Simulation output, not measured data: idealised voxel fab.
The following process module bears the name voxel capacitor over wiring.
Section shown: cut. Width: 295 nm. Cell size: 5 nm, square.
Format of a cross-section: grid, square cells. Given as bands. Order: top down. Band: one or more rows of cells.
For a band, the entry starts with two heights in nm, that of the top and then that of the bottom, and carries on with the band's materials in order from left to right, each alongside its width in nm; the word "edge to edge" beside a single material means it fills the band edge to edge, and "air" means empty space.
For the purposes of this specification, 0 denotes the height below which the wafer in its as-received condition is composed wholly of one material, and the lowermost band, lacking a lower limit, extends downward without end, as expressed in "top 0, no bottom".
Quick explanation for "30..40": the width changes in equal steps down the rows of cells, from the first number in the band's top row to the second number in its bottom row.
A step reported as "nothing different" is a step in which no cell of the cross-section changed.
Entry "Voids, fully enclosed". Content: empty spaces with no open connection to the top, size 8 cells or greater. Each: width x height at distance. Distance: from left edge. Unit: nm.
Anything after a step's settings on that line? It's the simulator's own note about the step.
"overlay nm" denotes, for a step that has a mask, the displacement of the mask to the right of its planned place, with negative values corresponding to the left.
Process steps - plan
| 1 | op RECEIVE | material Si |
| 2 | op CONFORMAL_DEP | material SiO2 | thk nm 10 |
| 3 | op CONFORMAL_DEP | material SiCN | thk nm 5 |
| 4 | op DIRECTIONAL_DEP | material SiO2 | thk nm 15 |
| 5 | op DIRECTIONAL_DEP | material aC | thk nm 10 |
| 6 | op PATTERN | tone open | mask id METAL_1 | material resist | width nm 20 | pitch nm 80 | thk nm 25 | overlay nm 0 |
| 7 | op DIRECTIONAL_ETCH | etch materials aC | depth nm 10 |
| 8 | op STRIP | etch materials resist |
| 9 | op DIRECTIONAL_ETCH | etch materials SiO2 | depth nm 15 |
| 10 | op DIRECTIONAL_ETCH | etch materials SiCN | depth nm 5 |
| 11 | op STRIP | etch materials aC |
| 12 | op CONFORMAL_DEP | material TiN | thk nm 5 |
| 13 | op FILL_DEP | material Cu | thk nm 10 |
| 14 | op CMP | height nm 30 |
| 15 | op CONFORMAL_DEP | material SiCN | thk nm 5 |
| 16 | op DIRECTIONAL_DEP | material lowk | thk nm 15 |
| 17 | op DIRECTIONAL_DEP | material aC | thk nm 10 |
| 18 | op PATTERN | tone open | mask id PLUG_1 | material resist | width nm 15 | thk nm 30 | overlay nm 0 |
| 19 | op DIRECTIONAL_ETCH | etch materials aC | depth nm 10 |
| 20 | op STRIP | etch materials resist |
| 21 | op DIRECTIONAL_ETCH | etch materials lowk | depth nm 15 |
| 22 | op DIRECTIONAL_ETCH | etch materials SiCN | depth nm 5 |
| 23 | op STRIP | etch materials aC |
| 24 | op CONFORMAL_DEP | material TiN | thk nm 5 |
| 25 | op FILL_DEP | material Ru | thk nm 10 |
| 26 | op CMP | height nm 50 |
| 27 | op DIRECTIONAL_DEP | material TiN | thk nm 5 |
| 28 | op DIRECTIONAL_DEP | material SiN | thk nm 5 |
| 29 | op DIRECTIONAL_DEP | material TiN | thk nm 10 |
| 30 | op PATTERN | tone cover | mask id UPPER_PLATE | material resist | width nm 65 | thk nm 15 | overlay nm 0 |
| 31 | op DIRECTIONAL_ETCH | etch materials TiN | depth nm 10 |
| 32 | op DIRECTIONAL_ETCH | etch materials SiN | depth nm 5 |
| 33 | op STRIP | etch materials resist |
| 34 | op DIRECTIONAL_DEP | material aC | thk nm 10 |
| 35 | op PATTERN | tone cover | mask id LOWER_PLATE | material resist | width nm 75 | thk nm 25 | overlay nm 0 |
| 36 | op DIRECTIONAL_ETCH | etch materials aC | depth nm 10 |
| 37 | op STRIP | etch materials resist |
| 38 | op DIRECTIONAL_ETCH | etch materials TiN | depth nm 5 |
| 39 | op STRIP | etch materials aC |
| 40 | op FILL_DEP | material SiO2 | thk nm 20 |
| 41 | op CMP | height nm 85 |
| 42 | op PATTERN | tone open | mask id PLUG_2 | material resist | width nm 15 | thk nm 15 | overlay nm 0 |
| 43 | op DIRECTIONAL_ETCH | etch materials SiO2 | depth nm 15 |
| 44 | op STRIP | etch materials resist |
| 45 | op CONFORMAL_DEP | material TiN | thk nm 5 |
| 46 | op FILL_DEP | material Ru | thk nm 5 |
| 47 | op CMP | height nm 85 |
| 48 | op CONFORMAL_DEP | material SiN | thk nm 5 |
The cross-section here shows the wafer as received, i.e. in its state after step 1
- top 0, no bottom: Si edge to edge
- Voids, fully enclosed: none
Post-module cross-section of the first of two wafers (run per plan)
- top 90, bottom 85: SiN edge to edge
- top 85, bottom 75: SiO2 (110); TiN (5); Ru (5); TiN (5); SiO2 (170)
- top 75, bottom 70: SiO2 (110); TiN (15); SiO2 (170)
- top 70, bottom 60: SiO2 (100); TiN (65); SiO2 (130)
- top 60, bottom 55: SiO2 (100); SiN (65); SiO2 (130)
- top 55, bottom 50: SiO2 (95); TiN (75); SiO2 (125)
- top 50, bottom 35: lowk (100); TiN (5); Ru (5); TiN (5); lowk (180)
- top 35, bottom 30: SiCN (100); TiN (15); SiCN (180)
- top 30, bottom 15: SiO2 (95); TiN (5); Cu (10); TiN (5); SiO2 (60); TiN (5); Cu (10); TiN (5); SiO2 (100)
- top 15, bottom 10: SiCN (95); TiN (20); SiCN (60); TiN (20); SiCN (100)
- top 10, bottom 0: SiO2 edge to edge
- top 0, no bottom: Si edge to edge
- Voids, fully enclosed: none
So this is wafer number two of the two, cut at the end of the module - it started where the first did and had the same plan, we just got one thing wrong running it
- top 90, bottom 85: SiN edge to edge
- top 85, bottom 75: SiO2 (110); TiN (5); Ru (5); TiN (5); SiO2 (170)
- top 75, bottom 70: SiO2 (110); TiN (15); SiO2 (170)
- top 70, bottom 60: SiO2 (100); TiN (65); SiO2 (130)
- top 60, bottom 55: SiO2 (100); SiN (65); SiO2 (130)
- top 55, bottom 50: SiO2 (95); TiN (75); SiO2 (125)
- top 50, bottom 35: lowk (100); TiN (5); Ru (5); TiN (5); lowk (180)
- top 35, bottom 30: SiCN (100); TiN (15); SiCN (180)
- top 30, bottom 25: SiCN (95); TiN (20); SiCN (60); TiN (20); SiCN (100)
- top 25, bottom 0: SiO2 edge to edge
- top 0, no bottom: Si edge to edge
- Voids, fully enclosed: none
What went wrong in running the wafer? steps 3 and 4 swapped
Heads up, by the end the second wafer has more or fewer cells of some materials compared to the first: Cu -12, SiO2 +24, TiN -12
